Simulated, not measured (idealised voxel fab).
Documented hereafter: the process module known as voxel self aligned vias.
Shown is cross-section cut, with a width of 280 nm and square cells of size 5 nm.
Cross-section, as written here: a square-cell grid given band by band from the top down, where a band holds one or more rows of cells. Within each band entry, the heights of the top and of the bottom of the band appear first, in that order and in nm; the materials of the band then follow from left to right, each with its corresponding width in nm. The designation "full width" on a single material indicates that it fills the band from edge to edge; the designation "blank" indicates empty space. For the purposes of this specification, 0 denotes the height below which the wafer in its as-received condition is composed wholly of one material, and the lowermost band, lacking a lower limit, extends downward without end, as expressed in "from 0 down". The two numbers in a width such as "30..40" mark its ends across the band: the first belongs to the top row of cells, the second to the bottom row, and from each row to the next the width moves by the same amount. Basically "all unchanged" means that step didn't change any cell in the cross-section. "Voids, fully enclosed": sealed empty spaces, 8 cells or more, no open way to top, listed width x height at distance, with distance from the left edge and width, height and distance in nm. Note: text after step settings on the step line = simulator remark on that step. overlay nm: mask offset rightward from planned place, masked step; negative means leftward offset.
## Process steps foreseen in the plan
1. RECEIVE,material Si
2. CONFORMAL_DEP,material SiO2,thk nm 10
3. CONFORMAL_DEP,material SiCN,thk nm 5
4. DIRECTIONAL_DEP,material lowk,thk nm 20
5. DIRECTIONAL_DEP,material aC,thk nm 10
6. PATTERN,tone open,mask id LINES,material resist,width nm 25,pitch nm 70,thk nm 25,overlay nm 0
7. DIRECTIONAL_ETCH,etch materials aC,depth nm 10
8. STRIP,etch materials resist
9. DIRECTIONAL_ETCH,etch materials lowk,depth nm 20
10. STRIP,etch materials aC
11. CONFORMAL_DEP,material TiN,thk nm 5
12. FILL_DEP,material Ru,thk nm 10
13. CMP,height nm 35
14. SELECTIVE_ETCH,etch materials W Ru TiN,depth nm 10
15. FILL_DEP,material SiN,thk nm 10
16. CMP,height nm 35
17. DIRECTIONAL_DEP,material lowk,thk nm 15
18. DIRECTIONAL_DEP,material aC,thk nm 15
19. PATTERN,tone open,mask id VIAS,material resist,width nm 45,pitch nm 70,thk nm 30,overlay nm 0
20. DIRECTIONAL_ETCH,etch materials aC,depth nm 15
21. STRIP,etch materials resist
22. DIRECTIONAL_ETCH,etch materials lowk,depth nm 15
23. DIRECTIONAL_ETCH,etch materials SiN,depth nm 10
24. STRIP,etch materials aC
25. CONFORMAL_DEP,material TiN,thk nm 5
26. FILL_DEP,material W,thk nm 10
27. CMP,height nm 50
28. CONFORMAL_DEP,material SiCN,thk nm 5
## What follows covers the first of two wafers; it ran as planned
## So this is the incoming wafer in cross-section - it's already been through step 1
> from 0 down  Si full width
> Voids, fully enclosed: none
## The wafer, seen in cross-section, after step 2
> from 10 to 0  SiO2 full width
> Below a height of 0, the structure has not been altered.
## The wafer, seen in cross-section, after step 3
> from 15 to 10  SiCN full width
> Below a height of 10, the structure has not been altered.
## The wafer, seen in cross-section, after step 4
> from 35 to 15  lowk full width
> Below a height of 15, the structure has not been altered.
## The wafer, seen in cross-section, after step 5
> from 45 to 35  aC full width
> Below a height of 35, the structure has not been altered.
## The wafer, seen in cross-section, after step 6
> from 70 to 45  resist 55 nm; blank 25 nm; resist 45 nm; blank 25 nm; resist 45 nm; blank 25 nm; resist 60 nm
> Below a height of 45, the structure has not been altered.
## The wafer, seen in cross-section, after step 7
> from 60 to 45  resist 55 nm; blank 25 nm; resist 45 nm; blank 25 nm; resist 45 nm; blank 25 nm; resist 60 nm
> from 45 to 35  aC 55 nm; blank 25 nm; aC 45 nm; blank 25 nm; aC 45 nm; blank 25 nm; aC 60 nm
> Below a height of 35, the structure has not been altered.
## The wafer, seen in cross-section, after step 8
> from 45 to 35  aC 55 nm; blank 25 nm; aC 45 nm; blank 25 nm; aC 45 nm; blank 25 nm; aC 60 nm
> Below a height of 35, the structure has not been altered.
## The wafer, seen in cross-section, after step 9
> from 45 to 35  aC 55 nm; blank 25 nm; aC 45 nm; blank 25 nm; aC 45 nm; blank 25 nm; aC 60 nm
> from 35 to 15  lowk 55 nm; blank 25 nm; lowk 45 nm; blank 25 nm; lowk 45 nm; blank 25 nm; lowk 60 nm
> Below a height of 15, the structure has not been altered.
## The wafer, seen in cross-section, after step 10
> from 35 to 15  lowk 55 nm; blank 25 nm; lowk 45 nm; blank 25 nm; lowk 45 nm; blank 25 nm; lowk 60 nm
> Below a height of 15, the structure has not been altered.
## The wafer, seen in cross-section, after step 11
> from 40 to 35  TiN 60 nm; blank 15 nm; TiN 55 nm; blank 15 nm; TiN 55 nm; blank 15 nm; TiN 65 nm
> from 35 to 20  lowk 55 nm; TiN 5 nm; blank 15 nm; TiN 5 nm; lowk 45 nm; TiN 5 nm; blank 15 nm; TiN 5 nm; lowk 45 nm; TiN 5 nm; blank 15 nm; TiN 5 nm; lowk 60 nm
> from 20 to 15  lowk 55 nm; TiN 25 nm; lowk 45 nm; TiN 25 nm; lowk 45 nm; TiN 25 nm; lowk 60 nm
> Below a height of 15, the structure has not been altered.
## The wafer, seen in cross-section, after step 12
> from 50 to 40  Ru full width
> from 40 to 35  TiN 60 nm; Ru 15 nm; TiN 55 nm; Ru 15 nm; TiN 55 nm; Ru 15 nm; TiN 65 nm
> from 35 to 20  lowk 55 nm; TiN 5 nm; Ru 15 nm; TiN 5 nm; lowk 45 nm; TiN 5 nm; Ru 15 nm; TiN 5 nm; lowk 45 nm; TiN 5 nm; Ru 15 nm; TiN 5 nm; lowk 60 nm
> Below a height of 20, the structure has not been altered.
## The wafer, seen in cross-section, after step 13
> from 35 to 20  lowk 55 nm; TiN 5 nm; Ru 15 nm; TiN 5 nm; lowk 45 nm; TiN 5 nm; Ru 15 nm; TiN 5 nm; lowk 45 nm; TiN 5 nm; Ru 15 nm; TiN 5 nm; lowk 60 nm
> Below a height of 20, the structure has not been altered.
## The wafer, seen in cross-section, after step 14
> from 35 to 25  lowk 55 nm; blank 25 nm; lowk 45 nm; blank 25 nm; lowk 45 nm; blank 25 nm; lowk 60 nm
> Below a height of 25, the structure has not been altered.
## The wafer, seen in cross-section, after step 15
> from 45 to 35  SiN full width
> from 35 to 25  lowk 55 nm; SiN 25 nm; lowk 45 nm; SiN 25 nm; lowk 45 nm; SiN 25 nm; lowk 60 nm
> Below a height of 25, the structure has not been altered.
## The wafer, seen in cross-section, after step 16
> from 35 to 25  lowk 55 nm; SiN 25 nm; lowk 45 nm; SiN 25 nm; lowk 45 nm; SiN 25 nm; lowk 60 nm
> Below a height of 25, the structure has not been altered.
## The wafer, seen in cross-section, after step 17
> from 50 to 35  lowk full width
> Below a height of 35, the structure has not been altered.
## The wafer, seen in cross-section, after step 18
> from 65 to 50  aC full width
> Below a height of 50, the structure has not been altered.
## The wafer, seen in cross-section, after step 19
> from 95 to 65  resist 45 nm; blank 45 nm; resist 25 nm; blank 45 nm; resist 25 nm; blank 45 nm; resist 50 nm
> Below a height of 65, the structure has not been altered.
## The wafer, seen in cross-section, after step 20
> from 80 to 65  resist 45 nm; blank 45 nm; resist 25 nm; blank 45 nm; resist 25 nm; blank 45 nm; resist 50 nm
> from 65 to 50  aC 45 nm; blank 45 nm; aC 25 nm; blank 45 nm; aC 25 nm; blank 45 nm; aC 50 nm
> Below a height of 50, the structure has not been altered.
## The wafer, seen in cross-section, after step 21
> from 65 to 50  aC 45 nm; blank 45 nm; aC 25 nm; blank 45 nm; aC 25 nm; blank 45 nm; aC 50 nm
> Below a height of 50, the structure has not been altered.
## The wafer, seen in cross-section, after step 22
> from 65 to 50  aC 45 nm; blank 45 nm; aC 25 nm; blank 45 nm; aC 25 nm; blank 45 nm; aC 50 nm
> from 50 to 35  lowk 45 nm; blank 45 nm; lowk 25 nm; blank 45 nm; lowk 25 nm; blank 45 nm; lowk 50 nm
> Below a height of 35, the structure has not been altered.
## The wafer, seen in cross-section, after step 23
> from 65 to 50  aC 45 nm; blank 45 nm; aC 25 nm; blank 45 nm; aC 25 nm; blank 45 nm; aC 50 nm
> from 50 to 35  lowk 45 nm; blank 45 nm; lowk 25 nm; blank 45 nm; lowk 25 nm; blank 45 nm; lowk 50 nm
> from 35 to 25  lowk 55 nm; blank 25 nm; lowk 45 nm; blank 25 nm; lowk 45 nm; blank 25 nm; lowk 60 nm
> Below a height of 25, the structure has not been altered.
## The wafer, seen in cross-section, after step 24
> from 50 to 35  lowk 45 nm; blank 45 nm; lowk 25 nm; blank 45 nm; lowk 25 nm; blank 45 nm; lowk 50 nm
> Below a height of 35, the structure has not been altered.
## The wafer, seen in cross-section, after step 25
> from 55 to 50  TiN 50 nm; blank 35 nm; TiN 35 nm; blank 35 nm; TiN 35 nm; blank 35 nm; TiN 55 nm
> from 50 to 40  lowk 45 nm; TiN 5 nm; blank 35 nm; TiN 5 nm; lowk 25 nm; TiN 5 nm; blank 35 nm; TiN 5 nm; lowk 25 nm; TiN 5 nm; blank 35 nm; TiN 5 nm; lowk 50 nm
> from 40 to 30  lowk 45..55 nm; TiN 15..5 nm; blank 15 nm; TiN 15..5 nm; lowk 25..45 nm; TiN 15..5 nm; blank 15 nm; TiN 15..5 nm; lowk 25..45 nm; TiN 15..5 nm; blank 15 nm; TiN 15..5 nm; lowk 50..60 nm
> from 30 to 25  lowk 55 nm; TiN 25 nm; lowk 45 nm; TiN 25 nm; lowk 45 nm; TiN 25 nm; lowk 60 nm
> Below a height of 25, the structure has not been altered.
## The wafer, seen in cross-section, after step 26
> from 65 to 55  W full width
> from 55 to 50  TiN 50 nm; W 35 nm; TiN 35 nm; W 35 nm; TiN 35 nm; W 35 nm; TiN 55 nm
> from 50 to 40  lowk 45 nm; TiN 5 nm; W 35 nm; TiN 5 nm; lowk 25 nm; TiN 5 nm; W 35 nm; TiN 5 nm; lowk 25 nm; TiN 5 nm; W 35 nm; TiN 5 nm; lowk 50 nm
> from 40 to 30  lowk 45..55 nm; TiN 15..5 nm; W 15 nm; TiN 15..5 nm; lowk 25..45 nm; TiN 15..5 nm; W 15 nm; TiN 15..5 nm; lowk 25..45 nm; TiN 15..5 nm; W 15 nm; TiN 15..5 nm; lowk 50..60 nm
> Below a height of 30, the structure has not been altered.
## The wafer, seen in cross-section, after step 27
> from 50 to 40  lowk 45 nm; TiN 5 nm; W 35 nm; TiN 5 nm; lowk 25 nm; TiN 5 nm; W 35 nm; TiN 5 nm; lowk 25 nm; TiN 5 nm; W 35 nm; TiN 5 nm; lowk 50 nm
> Below a height of 40, the structure has not been altered.
## The wafer, seen in cross-section, after step 28
> from 55 to 50  SiCN full width
> Below a height of 50, the structure has not been altered.
## The second wafer was prepared from the same starting point and under the same plan as the first; its processing contained one mistake, and it remains indistinguishable from the first wafer up to and including step 24
## Cross-sectional view of the second wafer at the intended end time of process step 25
> from 55 to 40  lowk 50 nm; blank 35 nm; lowk 35 nm; blank 35 nm; lowk 35 nm; blank 35 nm; lowk 55 nm
> from 40 to 30  lowk 60 nm; blank 15 nm; lowk 55 nm; blank 15 nm; lowk 55 nm; blank 15 nm; lowk 65 nm
> from 30 to 25  lowk full width
> Below a height of 25, the structure has not been altered.
## Cross-sectional view of the second wafer at the intended end time of process step 26
> from 65 to 55  W full width
> from 55 to 40  lowk 50 nm; W 35 nm; lowk 35 nm; W 35 nm; lowk 35 nm; W 35 nm; lowk 55 nm
> from 40 to 30  lowk 60 nm; W 15 nm; lowk 55 nm; W 15 nm; lowk 55 nm; W 15 nm; lowk 65 nm
> Below a height of 30, the structure has not been altered.
## Cross-sectional view of the second wafer at the intended end time of process step 27
> from 50 to 40  lowk 50 nm; W 35 nm; lowk 35 nm; W 35 nm; lowk 35 nm; W 35 nm; lowk 55 nm
> Below a height of 40, the structure has not been altered.
## Cross-sectional view of the second wafer at the intended end time of process step 28
> from 55 to 50  SiCN full width
> Below a height of 50, the structure has not been altered.
Diagnosis: step 25: run off-plan, actual operation and settings CONFORMAL_DEP,material lowk,thk nm 5
The closing comparison, in cells, has the second wafer with more or fewer of some materials than the first: -51 TiN, +51 lowk
